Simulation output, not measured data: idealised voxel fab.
Name of the process module below: voxel transistor to metal
Pictured: cross-section cut, 160 nm wide, on a grid of 5 nm square cells.
If you're reading a cross-section in this doc, picture square cells in a grid; it comes to you as bands, top ones listed first down to the bottom, and a band can be one or more rows of cells. Top, bottom (nm), then materials left to right with widths (nm); lone material tagged "everywhere" fills the whole band edge to edge; "empty" = empty space. Heights are measured from 0, the level below which the as-received wafer is all one material; the lowest band has no bottom and continues downward, written as in "z 0 and below". When a width is written as two numbers, as in "30 to 40", the first number is the width in the top row of cells of the band and the second is the width in its bottom row, and the width changes by the same amount from each row to the next. Reading "no alteration" for a step: not a cell of the cross-section changed in it. Reported under the label "Fully sealed cavities" are the empty spaces having no open way to the top and comprising 8 cells or more; the notation for each is width x height at distance, in which the distance is measured from the left edge and all three values are in nm. Past the settings on a step's line: simulator remark, on that step. The "overlay nm" setting may appear on a step's line; for a step that uses a mask, it gives how far to the right of its planned position the mask lay, and a negative value indicates the left.

-- Set out below are the planned steps of the process
- 1: RECEIVE, material Si
- 2: CONFORMAL_DEP, material SiO2, thk nm 5
- 3: CONFORMAL_DEP, material SiN, thk nm 10
- 4: PATTERN, tone cover, mask id ACTIVE, material resist, width nm 125, thk nm 20, overlay nm 0
- 5: DIRECTIONAL_ETCH, etch materials SiN, depth nm 10
- 6: DIRECTIONAL_ETCH, etch materials SiO2, depth nm 5
- 7: DIRECTIONAL_ETCH, etch materials Si, depth nm 35
- 8: STRIP, etch materials resist
- 9: FILL_DEP, material SiO2, thk nm 15
- 10: CMP, height nm 15
- 11: SELECTIVE_ETCH, etch materials SiO2, depth nm 5
- 12: STRIP, etch materials SiN
- 13: SELECTIVE_ETCH, etch materials SiO2, depth nm 5
- 14: OXIDIZE, depth nm 5
- 15: DIRECTIONAL_DEP, material polySi, thk nm 20
- 16: DIRECTIONAL_DEP, material SiCN, thk nm 10
- 17: PATTERN, tone cover, mask id GATE, material resist, width nm 35, thk nm 15, overlay nm 0
- 18: DIRECTIONAL_ETCH, etch materials SiCN, depth nm 20
- 19: DIRECTIONAL_ETCH, etch materials polySi, depth nm 30
- 20: STRIP, etch materials resist
- 21: CONFORMAL_DEP, material SiO2, thk nm 5
- 22: DIRECTIONAL_ETCH, etch materials SiO2, depth nm 5
- 23: CONFORMAL_DEP, material SiN, thk nm 5
- 24: DIRECTIONAL_ETCH, etch materials SiN, depth nm 5
- 25: DIRECTIONAL_ETCH, etch materials SiO2, depth nm 5
- 26: DIRECTIONAL_ETCH, etch materials Si, depth nm 5
- 27: EPI, material SiGe, thk nm 5
- 28: FILL_DEP, material SiO2, thk nm 5
- 29: CMP, height nm 20
- 30: STRIP, etch materials polySi
- 31: SELECTIVE_ETCH, etch materials SiO2, depth nm 5
- 32: CONFORMAL_DEP, material HfO2, thk nm 5
- 33: CONFORMAL_DEP, material TiN, thk nm 5
- 34: FILL_DEP, material W, thk nm 5
- 35: CMP, height nm 15
- 36: DIRECTIONAL_DEP, material SiO2, thk nm 15
- 37: MASKED_ETCH, tone open, mask id CONTACT, width nm 20, pitch nm 85, etch materials SiO2, depth nm 35, overlay nm 0
- 38: CONFORMAL_DEP, material TiN, thk nm 5
- 39: FILL_DEP, material Ru, thk nm 5
- 40: CMP, height nm 30
- 41: CONFORMAL_DEP, material SiN, thk nm 5
- 42: DIRECTIONAL_DEP, material lowk, thk nm 20
- 43: PATTERN, tone open, mask id METAL_1, material resist, width nm 20, pitch nm 85, thk nm 20, overlay nm 0
- 44: DIRECTIONAL_ETCH, etch materials lowk, depth nm 20
- 45: DIRECTIONAL_ETCH, etch materials SiN, depth nm 5
- 46: STRIP, etch materials resist
- 47: CONFORMAL_DEP, material TiN, thk nm 5
- 48: FILL_DEP, material Ru, thk nm 5
- 49: CMP, height nm 55
- 50: CONFORMAL_DEP, material SiCN, thk nm 5
- 51: DIRECTIONAL_DEP, material SiO2, thk nm 30
- 52: PATTERN, tone open, mask id METAL_2_HOLES, material resist, width nm 15, pitch nm 85, thk nm 20, overlay nm 0
- 53: DIRECTIONAL_ETCH, etch materials SiO2, depth nm 30
- 54: STRIP, etch materials resist
- 55: PATTERN, tone open, mask id METAL_2, material resist, width nm 20, pitch nm 85, thk nm 15, overlay nm 0
- 56: DIRECTIONAL_ETCH, etch materials SiO2, depth nm 15
- 57: DIRECTIONAL_ETCH, etch materials SiCN, depth nm 5
- 58: STRIP, etch materials resist
- 59: CONFORMAL_DEP, material TiN, thk nm 5
- 60: FILL_DEP, material Cu, thk nm 10
- 61: CMP, height nm 90
- 62: CONFORMAL_DEP, material SiN, thk nm 5

-- Wafer as received: cross-section following step 1
* z 0 and below: Si everywhere
* Fully sealed cavities: none

-- The module was run from the start shown above using the plan shown above, but one mistake was made doing it; the resulting wafer cross-section is below
* z 95 to 90: SiN everywhere
* z 90 to 80: 25 SiO2; 5 TiN; 15 Cu; 5 TiN; 60 SiO2; 5 TiN; 15 Cu; 5 TiN; 25 SiO2
* z 80 to 75: 25 SiO2; 5 TiN; 5 Cu; 15 TiN; 60 SiO2; 5 TiN; 5 Cu; 15 TiN; 25 SiO2
* z 75 to 60: 25 SiO2; 5 TiN; 5 Cu; 5 TiN; 70 SiO2; 5 TiN; 5 Cu; 5 TiN; 35 SiO2
* z 60 to 55: 25 SiCN; 15 TiN; 70 SiCN; 15 TiN; 35 SiCN
* z 55 to 35: 25 lowk; 5 TiN; 10 Ru; 5 TiN; 65 lowk; 5 TiN; 10 Ru; 5 TiN; 30 lowk
* z 35 to 30: 25 SiN; 20 TiN; 65 SiN; 20 TiN; 30 SiN
* z 30 to 15: 25 SiO2; 5 TiN; 10 Ru; 5 TiN; 65 SiO2; 5 TiN; 10 Ru; 5 TiN; 30 SiO2
* z 15 to 5: 25 SiO2; 5 TiN; 10 Ru; 5 TiN; 5 SiO2; 5 SiN; 5 HfO2; 5 TiN; 25 W; 5 TiN; 5 HfO2; 5 SiN; 5 SiO2; 5 TiN; 10 Ru; 5 TiN; 30 SiO2
* z 5 to 0: 15 SiO2; 5 SiN; 5 SiO2; 5 TiN; 10 Ru; 5 TiN; 5 SiO2; 5 SiN; 5 HfO2; 35 TiN; 5 HfO2; 5 SiN; 5 SiO2; 5 TiN; 10 Ru; 5 TiN; 5 SiO2; 5 SiN; 20 SiO2
* z 0 to -5: 20 SiO2; 5 SiGe; 20 TiN; 5 SiGe; 5 SiO2; 45 HfO2; 5 SiO2; 5 SiGe; 20 TiN; 5 SiGe; 25 SiO2
* z -5 to -10: 15 SiO2; 5 Si; 30 SiGe; 55 Si; 30 SiGe; 5 Si; 20 SiO2
* z -10 to -35: 15 SiO2; 125 Si; 20 SiO2
* z -35 and below: Si everywhere
* Fully sealed cavities: none
So what did we get wrong on this run? step 55 ran as: PATTERN, tone open, mask id METAL_2, material resist, width nm 25, pitch nm 85, thk nm 15, overlay nm 0
